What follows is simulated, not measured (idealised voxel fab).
process module | voxel released beams
cross-section cut | 220 nm wide | cells 5 nm
A cross-section is a grid of square cells, given in bands from the top down. A band is one or more rows of cells.
Each band's line starts with the height of the band's top and of its bottom, in nm. Then come its materials from left to right, each with its width in nm. One material with "throughout" fills the band from edge to edge. "air" is empty space.
Height 0 is the level under which the wafer as received is all one material. The lowest band goes on downwards, as in "0 down".
A width such as "30 to 40" changes by the same amount from each row of cells to the next, from the band's top row to its bottom row.
"no change" after a step means that no cell of the cross-section changed.
closed voids: empty space of 8 cells or more with no open way to the top, each as width x height at its distance from the left edge, in nm
after a step's settings: what the simulator itself notes on the step
overlay nm, on a step with a mask: how far to the right of its planned place the mask lay; to the left if negative
plan
1 op RECEIVE | material Si
2 op CONFORMAL_DEP | material SiN | thk nm 10
3 op DIRECTIONAL_DEP | material SiO2 | thk nm 10
4 op MASKED_ETCH | tone open | mask id ANCHOR | width nm 35 | etch materials SiO2 | depth nm 10 | overlay nm 0
5 op CONFORMAL_DEP | material W | thk nm 10
6 op DIRECTIONAL_DEP | material aC | thk nm 15
7 op PATTERN | tone cover | mask id BEAM | material resist | width nm 110 | thk nm 30 | overlay nm 0
8 op DIRECTIONAL_ETCH | etch materials aC | depth nm 15
9 op STRIP | etch materials resist
10 op DIRECTIONAL_ETCH | etch materials W | depth nm 10
11 op STRIP | etch materials aC
12 op STRIP | etch materials SiO2
as received, after step 1
  0 down: Si throughout
  closed voids: none
first wafer at the end, as planned
  30 to 20: air 50 | W 15 | air 15 | W 80 | air 60
  20 to 10: air 55 | W 35 | air 130
  10 to 0: SiN throughout
  0 down: Si throughout
  closed voids: none
second wafer at the end: like start, like plan, one mistake
  30 to 20: air 50 | W 110 | air 60
  20 to 10: SiN throughout
  10 to 0: SiO2 throughout
  0 down: Si throughout
  closed voids: none
what went wrong: steps 2 and 3 were swapped
at the end the second wafer has, in cells: 88 more of SiO2 | 8 fewer of W
